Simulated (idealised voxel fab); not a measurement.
The following process module bears the name voxel self aligned contacts.
It is cross-section cut that appears here, measuring 290 nm in width, its square cells being 5 nm in size.
Format of a cross-section: grid, square cells. Given as bands. Order: top down. Band: one or more rows of cells. The entry gives the band's vertical extent as a top height and a bottom height in nm, then its horizontal make-up as materials from left to right, each with a width in nm. "empty" stands for empty space; a single material marked "full width" fills the band edge to edge. For the purposes of this specification, 0 denotes the height below which the wafer in its as-received condition is composed wholly of one material, and the lowermost band, lacking a lower limit, extends downward without end, as expressed in "0 and below". The width entry "30 to 40" should be interpreted row by row: the top row of cells in the band takes the first number, the bottom row takes the second number, and the change between adjacent rows is uniform throughout. No cell of the cross-section changed in a step that is given as "remained unchanged". The list in "Tabulated closed voids" covers empty spaces of 8 cells or more that cannot reach the top through any open way, and it gives each as width x height at distance; the distance is from the left edge, and width, height and distance are in nm. Anything after a step's settings on that line? It's the simulator's own note about the step. overlay nm: where the mask lay relative to plan, measured to the right, on steps with a mask; negatives go left.
The steps planned for the process are as follows
1: RECEIVE, material Si
2: CONFORMAL_DEP, material SiO2, thk nm 5
3: DIRECTIONAL_DEP, material polySi, thk nm 25
4: DIRECTIONAL_DEP, material SiN, thk nm 20
5: DIRECTIONAL_DEP, material aC, thk nm 10
6: PATTERN, tone cover, mask id GATE, material resist, width nm 35, pitch nm 80, thk nm 25, overlay nm 0
7: DIRECTIONAL_ETCH, etch materials aC, depth nm 10
8: STRIP, etch materials resist
9: DIRECTIONAL_ETCH, etch materials SiN, depth nm 20
10: DIRECTIONAL_ETCH, etch materials polySi, depth nm 25
11: STRIP, etch materials aC
12: CONFORMAL_DEP, material SiN, thk nm 10
13: DIRECTIONAL_ETCH, etch materials SiN, depth nm 10
14: FILL_DEP, material SiO2, thk nm 15
15: CMP, height nm 55
16: MASKED_ETCH, tone open, mask id CONTACT, width nm 65, pitch nm 80, etch materials SiO2, depth nm 55, overlay nm 0
17: CONFORMAL_DEP, material TiN, thk nm 5
18: FILL_DEP, material W, thk nm 5
19: CMP, height nm 55
20: CONFORMAL_DEP, material SiN, thk nm 5
Below: the first of two wafers, run as planned
As-received state of the wafer in cross-section, equivalent to post-step 1
    0 and below = Si full width
    Tabulated closed voids: none
Cross-section of the wafer subsequent to step 2
    5 down to 0 = SiO2 full width
    Lower than 0, everything is as it was.
Cross-section of the wafer subsequent to step 3
    30 down to 5 = polySi full width
    Lower than 5, everything is as it was.
Cross-section of the wafer subsequent to step 4
    50 down to 30 = SiN full width
    Lower than 30, everything is as it was.
Cross-section of the wafer subsequent to step 5
    60 down to 50 = aC full width
    Lower than 50, everything is as it was.
Cross-section of the wafer subsequent to step 6
    85 down to 60 = 45 of empty, then 35 of resist, then 45 of empty, then 35 of resist, then 45 of empty, then 35 of resist, then 50 of empty
    Lower than 60, everything is as it was.
Cross-section of the wafer subsequent to step 7
    75 down to 60 = 45 of empty, then 35 of resist, then 45 of empty, then 35 of resist, then 45 of empty, then 35 of resist, then 50 of empty
    60 down to 50 = 45 of empty, then 35 of aC, then 45 of empty, then 35 of aC, then 45 of empty, then 35 of aC, then 50 of empty
    Lower than 50, everything is as it was.
Cross-section of the wafer subsequent to step 8
    60 down to 50 = 45 of empty, then 35 of aC, then 45 of empty, then 35 of aC, then 45 of empty, then 35 of aC, then 50 of empty
    Lower than 50, everything is as it was.
Cross-section of the wafer subsequent to step 9
    60 down to 50 = 45 of empty, then 35 of aC, then 45 of empty, then 35 of aC, then 45 of empty, then 35 of aC, then 50 of empty
    50 down to 30 = 45 of empty, then 35 of SiN, then 45 of empty, then 35 of SiN, then 45 of empty, then 35 of SiN, then 50 of empty
    Lower than 30, everything is as it was.
Cross-section of the wafer subsequent to step 10
    60 down to 50 = 45 of empty, then 35 of aC, then 45 of empty, then 35 of aC, then 45 of empty, then 35 of aC, then 50 of empty
    50 down to 30 = 45 of empty, then 35 of SiN, then 45 of empty, then 35 of SiN, then 45 of empty, then 35 of SiN, then 50 of empty
    30 down to 5 = 45 of empty, then 35 of polySi, then 45 of empty, then 35 of polySi, then 45 of empty, then 35 of polySi, then 50 of empty
    Lower than 5, everything is as it was.
Cross-section of the wafer subsequent to step 11
    50 down to 30 = 45 of empty, then 35 of SiN, then 45 of empty, then 35 of SiN, then 45 of empty, then 35 of SiN, then 50 of empty
    Lower than 30, everything is as it was.
Cross-section of the wafer subsequent to step 12
    60 down to 30 = 35 of empty, then 55 of SiN, then 25 of empty, then 55 of SiN, then 25 of empty, then 55 of SiN, then 40 of empty
    30 down to 15 = 35 of empty, then 10 of SiN, then 35 of polySi, then 10 of SiN, then 25 of empty, then 10 of SiN, then 35 of polySi, then 10 of SiN, then 25 of empty, then 10 of SiN, then 35 of polySi, then 10 of SiN, then 40 of empty
    15 down to 5 = 45 of SiN, then 35 of polySi, then 45 of SiN, then 35 of polySi, then 45 of SiN, then 35 of polySi, then 50 of SiN
    Lower than 5, everything is as it was.
Cross-section of the wafer subsequent to step 13
    50 down to 30 = 35 of empty, then 55 of SiN, then 25 of empty, then 55 of SiN, then 25 of empty, then 55 of SiN, then 40 of empty
    30 down to 5 = 35 of empty, then 10 of SiN, then 35 of polySi, then 10 of SiN, then 25 of empty, then 10 of SiN, then 35 of polySi, then 10 of SiN, then 25 of empty, then 10 of SiN, then 35 of polySi, then 10 of SiN, then 40 of empty
    Lower than 5, everything is as it was.
Cross-section of the wafer subsequent to step 14
    65 down to 50 = SiO2 full width
    50 down to 30 = 35 of SiO2, then 55 of SiN, then 25 of SiO2, then 55 of SiN, then 25 of SiO2, then 55 of SiN, then 40 of SiO2
    30 down to 5 = 35 of SiO2, then 10 of SiN, then 35 of polySi, then 10 of SiN, then 25 of SiO2, then 10 of SiN, then 35 of polySi, then 10 of SiN, then 25 of SiO2, then 10 of SiN, then 35 of polySi, then 10 of SiN, then 40 of SiO2
    Lower than 5, everything is as it was.
Cross-section of the wafer subsequent to step 15
    55 down to 50 = SiO2 full width
    Lower than 50, everything is as it was.
Cross-section of the wafer subsequent to step 16
    55 down to 50 = 70 of SiO2, then 65 of empty, then 15 of SiO2, then 65 of empty, then 75 of SiO2
    50 down to 30 = 35 of SiO2, then 55 of SiN, then 25 of empty, then 55 of SiN, then 25 of empty, then 55 of SiN, then 40 of SiO2
    30 down to 5 = 35 of SiO2, then 10 of SiN, then 35 of polySi, then 10 of SiN, then 25 of empty, then 10 of SiN, then 35 of polySi, then 10 of SiN, then 25 of empty, then 10 of SiN, then 35 of polySi, then 10 of SiN, then 40 of SiO2
    5 down to 0 = 90 of SiO2, then 25 of empty, then 55 of SiO2, then 25 of empty, then 95 of SiO2
    Lower than 0, everything is as it was.
Cross-section of the wafer subsequent to step 17
    60 down to 55 = 75 of TiN, then 55 of empty, then 25 of TiN, then 55 of empty, then 80 of TiN
    55 down to 50 = 70 of SiO2, then 25 of TiN, then 15 of empty, then 25 of TiN, then 15 of SiO2, then 25 of TiN, then 15 of empty, then 25 of TiN, then 75 of SiO2
    50 down to 30 = 35 of SiO2, then 55 of SiN, then 5 of TiN, then 15 of empty, then 5 of TiN, then 55 of SiN, then 5 of TiN, then 15 of empty, then 5 of TiN, then 55 of SiN, then 40 of SiO2
    30 down to 5 = 35 of SiO2, then 10 of SiN, then 35 of polySi, then 10 of SiN, then 5 of TiN, then 15 of empty, then 5 of TiN, then 10 of SiN, then 35 of polySi, then 10 of SiN, then 5 of TiN, then 15 of empty, then 5 of TiN, then 10 of SiN, then 35 of polySi, then 10 of SiN, then 40 of SiO2
    5 down to 0 = 90 of SiO2, then 25 of TiN, then 55 of SiO2, then 25 of TiN, then 95 of SiO2
    Lower than 0, everything is as it was.
Cross-section of the wafer subsequent to step 18
    65 down to 60 = W full width
    60 down to 55 = 75 of TiN, then 55 of W, then 25 of TiN, then 55 of W, then 80 of TiN
    55 down to 50 = 70 of SiO2, then 25 of TiN, then 15 of W, then 25 of TiN, then 15 of SiO2, then 25 of TiN, then 15 of W, then 25 of TiN, then 75 of SiO2
    50 down to 30 = 35 of SiO2, then 55 of SiN, then 5 of TiN, then 15 of W, then 5 of TiN, then 55 of SiN, then 5 of TiN, then 15 of W, then 5 of TiN, then 55 of SiN, then 40 of SiO2
    30 down to 5 = 35 of SiO2, then 10 of SiN, then 35 of polySi, then 10 of SiN, then 5 of TiN, then 15 of W, then 5 of TiN, then 10 of SiN, then 35 of polySi, then 10 of SiN, then 5 of TiN, then 15 of W, then 5 of TiN, then 10 of SiN, then 35 of polySi, then 10 of SiN, then 40 of SiO2
    Lower than 5, everything is as it was.
Cross-section of the wafer subsequent to step 19
    55 down to 50 = 70 of SiO2, then 25 of TiN, then 15 of W, then 25 of TiN, then 15 of SiO2, then 25 of TiN, then 15 of W, then 25 of TiN, then 75 of SiO2
    Lower than 50, everything is as it was.
Cross-section of the wafer subsequent to step 20
    60 down to 55 = SiN full width
    Lower than 55, everything is as it was.
Wafer two: like wafer one in start and plan, but with one mistake in execution; identical up to and including step 5
Cross-section of the second wafer at the time by which step 6 should have been completed according to the plan
    85 down to 60 = 45 of resist, then 35 of empty, then 45 of resist, then 35 of empty, then 45 of resist, then 35 of empty, then 50 of resist
    Lower than 60, everything is as it was.
Cross-section of the second wafer at the time by which step 7 should have been completed according to the plan
    75 down to 60 = 45 of resist, then 35 of empty, then 45 of resist, then 35 of empty, then 45 of resist, then 35 of empty, then 50 of resist
    60 down to 50 = 45 of aC, then 35 of empty, then 45 of aC, then 35 of empty, then 45 of aC, then 35 of empty, then 50 of aC
    Lower than 50, everything is as it was.
Cross-section of the second wafer at the time by which step 8 should have been completed according to the plan
    60 down to 50 = 45 of aC, then 35 of empty, then 45 of aC, then 35 of empty, then 45 of aC, then 35 of empty, then 50 of aC
    Lower than 50, everything is as it was.
Cross-section of the second wafer at the time by which step 9 should have been completed according to the plan
    60 down to 50 = 45 of aC, then 35 of empty, then 45 of aC, then 35 of empty, then 45 of aC, then 35 of empty, then 50 of aC
    50 down to 30 = 45 of SiN, then 35 of empty, then 45 of SiN, then 35 of empty, then 45 of SiN, then 35 of empty, then 50 of SiN
    Lower than 30, everything is as it was.
Cross-section of the second wafer at the time by which step 10 should have been completed according to the plan
    60 down to 50 = 45 of aC, then 35 of empty, then 45 of aC, then 35 of empty, then 45 of aC, then 35 of empty, then 50 of aC
    50 down to 30 = 45 of SiN, then 35 of empty, then 45 of SiN, then 35 of empty, then 45 of SiN, then 35 of empty, then 50 of SiN
    30 down to 5 = 45 of polySi, then 35 of empty, then 45 of polySi, then 35 of empty, then 45 of polySi, then 35 of empty, then 50 of polySi
    Lower than 5, everything is as it was.
Cross-section of the second wafer at the time by which step 11 should have been completed according to the plan
    50 down to 30 = 45 of SiN, then 35 of empty, then 45 of SiN, then 35 of empty, then 45 of SiN, then 35 of empty, then 50 of SiN
    Lower than 30, everything is as it was.
Cross-section of the second wafer at the time by which step 12 should have been completed according to the plan
    60 down to 30 = 55 of SiN, then 15 of empty, then 65 of SiN, then 15 of empty, then 65 of SiN, then 15 of empty, then 60 of SiN
    30 down to 15 = 45 of polySi, then 10 of SiN, then 15 of empty, then 10 of SiN, then 45 of polySi, then 10 of SiN, then 15 of empty, then 10 of SiN, then 45 of polySi, then 10 of SiN, then 15 of empty, then 10 of SiN, then 50 of polySi
    15 down to 5 = 45 of polySi, then 35 of SiN, then 45 of polySi, then 35 of SiN, then 45 of polySi, then 35 of SiN, then 50 of polySi
    Lower than 5, everything is as it was.
Cross-section of the second wafer at the time by which step 13 should have been completed according to the plan
    50 down to 30 = 55 of SiN, then 15 of empty, then 65 of SiN, then 15 of empty, then 65 of SiN, then 15 of empty, then 60 of SiN
    30 down to 5 = 45 of polySi, then 10 of SiN, then 15 of empty, then 10 of SiN, then 45 of polySi, then 10 of SiN, then 15 of empty, then 10 of SiN, then 45 of polySi, then 10 of SiN, then 15 of empty, then 10 of SiN, then 50 of polySi
    Lower than 5, everything is as it was.
Cross-section of the second wafer at the time by which step 14 should have been completed according to the plan
    65 down to 50 = SiO2 full width
    50 down to 30 = 55 of SiN, then 15 of SiO2, then 65 of SiN, then 15 of SiO2, then 65 of SiN, then 15 of SiO2, then 60 of SiN
    30 down to 5 = 45 of polySi, then 10 of SiN, then 15 of SiO2, then 10 of SiN, then 45 of polySi, then 10 of SiN, then 15 of SiO2, then 10 of SiN, then 45 of polySi, then 10 of SiN, then 15 of SiO2, then 10 of SiN, then 50 of polySi
    Lower than 5, everything is as it was.
Cross-section of the second wafer at the time by which step 15 should have been completed according to the plan
    55 down to 50 = SiO2 full width
    Lower than 50, everything is as it was.
Cross-section of the second wafer at the time by which step 16 should have been completed according to the plan
    55 down to 50 = 70 of SiO2, then 65 of empty, then 15 of SiO2, then 65 of empty, then 75 of SiO2
    Lower than 50, everything is as it was.
Cross-section of the second wafer at the time by which step 17 should have been completed according to the plan
    60 down to 55 = 75 of TiN, then 55 of empty, then 25 of TiN, then 55 of empty, then 80 of TiN
    55 down to 50 = 70 of SiO2, then 65 of TiN, then 15 of SiO2, then 65 of TiN, then 75 of SiO2
    Lower than 50, everything is as it was.
Cross-section of the second wafer at the time by which step 18 should have been completed according to the plan
    65 down to 60 = W full width
    60 down to 55 = 75 of TiN, then 55 of W, then 25 of TiN, then 55 of W, then 80 of TiN
    Lower than 55, everything is as it was.
Cross-section of the second wafer at the time by which step 19 should have been completed according to the plan
    55 down to 50 = 70 of SiO2, then 65 of TiN, then 15 of SiO2, then 65 of TiN, then 75 of SiO2
    Lower than 50, everything is as it was.
Cross-section of the second wafer at the time by which step 20 should have been completed according to the plan
    60 down to 55 = SiN full width
    Lower than 55, everything is as it was.
Processing error: rather than as planned, step 6 actually ran as PATTERN, tone open, mask id GATE, material resist, width nm 35, pitch nm 80, thk nm 25, overlay nm 0
The second wafer ends with more or fewer cells of some materials than the first, per final count: SiN +64; SiO2 -44; TiN -40; W -60; polySi +80
